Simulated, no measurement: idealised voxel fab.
voxel transistor to metal: a process module
The width of the displayed cross-section, cut, is 295 nm; its cells are square, with a size of 5 nm.
How to read a cross-section here: the picture is a grid of square cells, written as bands going from the top down, and any band can span one or more rows of cells.
Band entry format. Leading values: height of top, height of bottom, nm. Remainder: materials in left-to-right order, each with its width in nm. Special words: "full width" on a single material, which then fills the band edge to edge; "blank", empty space.
All heights in this document are referenced to 0, defined as the level beneath which the wafer, as received, consists entirely of one material. The lowest band is not bounded below; it extends indefinitely downward and is written in the form "z 0 and below".
Read "30 to 40" as a graded width: first number on top, second number at the bottom, same change between each pair of neighbouring rows.
Reading "identical to before" for a step: not a cell of the cross-section changed in it.
You'll see "Completely sealed voids" listing empty spaces that have no way open to the top, as long as they're 8 cells or more; the notation is width x height at distance, where the distance is from the left edge, and all of it is in nm.
Read whatever lies past the settings on a step's line as the simulator's own remark about the step.
The line of a step may include "overlay nm". On a step with a mask, this value is how far to the right of its planned place the mask lay. A negative value means the mask lay to the left.
THE PROCESS STEPS THAT WERE PLANNED ARE LISTED BELOW
1 RECEIVE with material Si
2 OXIDIZE with depth nm 5
3 CONFORMAL_DEP with material SiN, thk nm 15
4 DIRECTIONAL_DEP with material aC, thk nm 10
5 PATTERN with tone cover, mask id ACTIVE, material resist, width nm 95, pitch nm 120, thk nm 30, overlay nm 0
6 DIRECTIONAL_ETCH with etch materials aC, depth nm 10
7 STRIP with etch materials resist
8 DIRECTIONAL_ETCH with etch materials SiN, depth nm 15
9 DIRECTIONAL_ETCH with etch materials SiO2, depth nm 5
10 DIRECTIONAL_ETCH with etch materials Si, depth nm 25
11 STRIP with etch materials aC
12 FILL_DEP with material SiO2, thk nm 5
13 CMP with height nm 15
14 SELECTIVE_ETCH with etch materials SiO2, depth nm 15
15 STRIP with etch materials SiN
16 SELECTIVE_ETCH with etch materials SiO2, depth nm 5
17 OXIDIZE with depth nm 5
18 DIRECTIONAL_DEP with material polySi, thk nm 30
19 DIRECTIONAL_DEP with material SiCN, thk nm 15
20 MASKED_ETCH with tone cover, mask id GATE, width nm 15, pitch nm 120, etch materials SiCN, depth nm 25, overlay nm 0
21 MASKED_ETCH with tone cover, mask id GATE, width nm 15, pitch nm 120, etch materials polySi, depth nm 40, overlay nm 0
22 CONFORMAL_DEP with material SiN, thk nm 10
23 DIRECTIONAL_ETCH with etch materials SiN, depth nm 10
24 DIRECTIONAL_ETCH with etch materials SiO2, depth nm 5
25 DIRECTIONAL_ETCH with etch materials Si, depth nm 15
26 EPI with material nSi, thk nm 15
27 FILL_DEP with material SiO2, thk nm 5
28 CMP with height nm 40
29 DIRECTIONAL_DEP with material SiO2, thk nm 10
30 DIRECTIONAL_DEP with material aC, thk nm 15
31 PATTERN with tone open, mask id CONTACT, material resist, width nm 20, thk nm 35, overlay nm -15
32 DIRECTIONAL_ETCH with etch materials aC, depth nm 15
33 STRIP with etch materials resist
34 DIRECTIONAL_ETCH with etch materials SiO2, depth nm 60
35 STRIP with etch materials aC
36 CONFORMAL_DEP with material TiN, thk nm 5
37 FILL_DEP with material Ru, thk nm 10
38 CMP with height nm 50
39 DIRECTIONAL_DEP with material TiN, thk nm 5
40 DIRECTIONAL_DEP with material W, thk nm 25
41 DIRECTIONAL_DEP with material aC, thk nm 15
42 PATTERN with tone cover, mask id METAL_1, material resist, width nm 20, thk nm 30, overlay nm 0
43 DIRECTIONAL_ETCH with etch materials aC, depth nm 15
44 STRIP with etch materials resist
45 DIRECTIONAL_ETCH with etch materials W, depth nm 25
46 DIRECTIONAL_ETCH with etch materials TiN, depth nm 5
47 STRIP with etch materials aC
48 FILL_DEP with material lowk, thk nm 5
49 CMP with height nm 80
50 CONFORMAL_DEP with material SiCN, thk nm 5
51 DIRECTIONAL_DEP with material lowk, thk nm 30
52 PATTERN with tone open, mask id METAL_2_HOLES, material resist, width nm 15, pitch nm 120, thk nm 20, overlay nm 0
53 DIRECTIONAL_ETCH with etch materials lowk, depth nm 30
54 STRIP with etch materials resist
55 PATTERN with tone open, mask id METAL_2, material resist, width nm 20, pitch nm 120, thk nm 15, overlay nm 0
56 DIRECTIONAL_ETCH with etch materials lowk, depth nm 15
57 DIRECTIONAL_ETCH with etch materials SiCN, depth nm 5
58 STRIP with etch materials resist
59 CONFORMAL_DEP with material TiN, thk nm 5
60 FILL_DEP with material Ru, thk nm 5
61 CMP with height nm 115
62 CONFORMAL_DEP with material SiCN, thk nm 5
Wafers differ in overlay nm at step 31; plan lists the first wafer's value; identical starting state.
CROSS-SECTION, FIRST OF SEVERAL WAFERS, AS DELIVERED AFTER STEP 1
	z 0 and below | Si full width
	Completely sealed voids: none
EACH WAFER AT THE END: CELLS OF EACH MATERIAL GAINED (+) OR LOST (-) SINCE IT WAS RECEIVED, THEN ITS CLOSED VOIDS
overlay nm -15, +64 Ru, -274 Si, +130 SiCN, +72 SiN, +490 SiO2, +140 TiN, +80 W, +570 lowk, +108 nSi, +36 polySi, Completely sealed voids: none
overlay nm -10, +78 Ru, -274 Si, +130 SiCN, +72 SiN, +476 SiO2, +140 TiN, +80 W, +570 lowk, +108 nSi, +36 polySi, Completely sealed voids: none
overlay nm -5, +86 Ru, -274 Si, +130 SiCN, +72 SiN, +462 SiO2, +146 TiN, +80 W, +570 lowk, +108 nSi, +36 polySi, Completely sealed voids: none
overlay nm 0, +80 Ru, -274 Si, +130 SiCN, +72 SiN, +462 SiO2, +152 TiN, +80 W, +570 lowk, +108 nSi, +36 polySi, Completely sealed voids: none
overlay nm 5, +86 Ru, -274 Si, +130 SiCN, +72 SiN, +462 SiO2, +146 TiN, +80 W, +570 lowk, +108 nSi, +36 polySi, Completely sealed voids: none
overlay nm 10, +78 Ru, -274 Si, +130 SiCN, +72 SiN, +476 SiO2, +140 TiN, +80 W, +570 lowk, +108 nSi, +36 polySi, Completely sealed voids: none
overlay nm 15, +64 Ru, -274 Si, +130 SiCN, +72 SiN, +490 SiO2, +140 TiN, +80 W, +570 lowk, +108 nSi, +36 polySi, Completely sealed voids: none
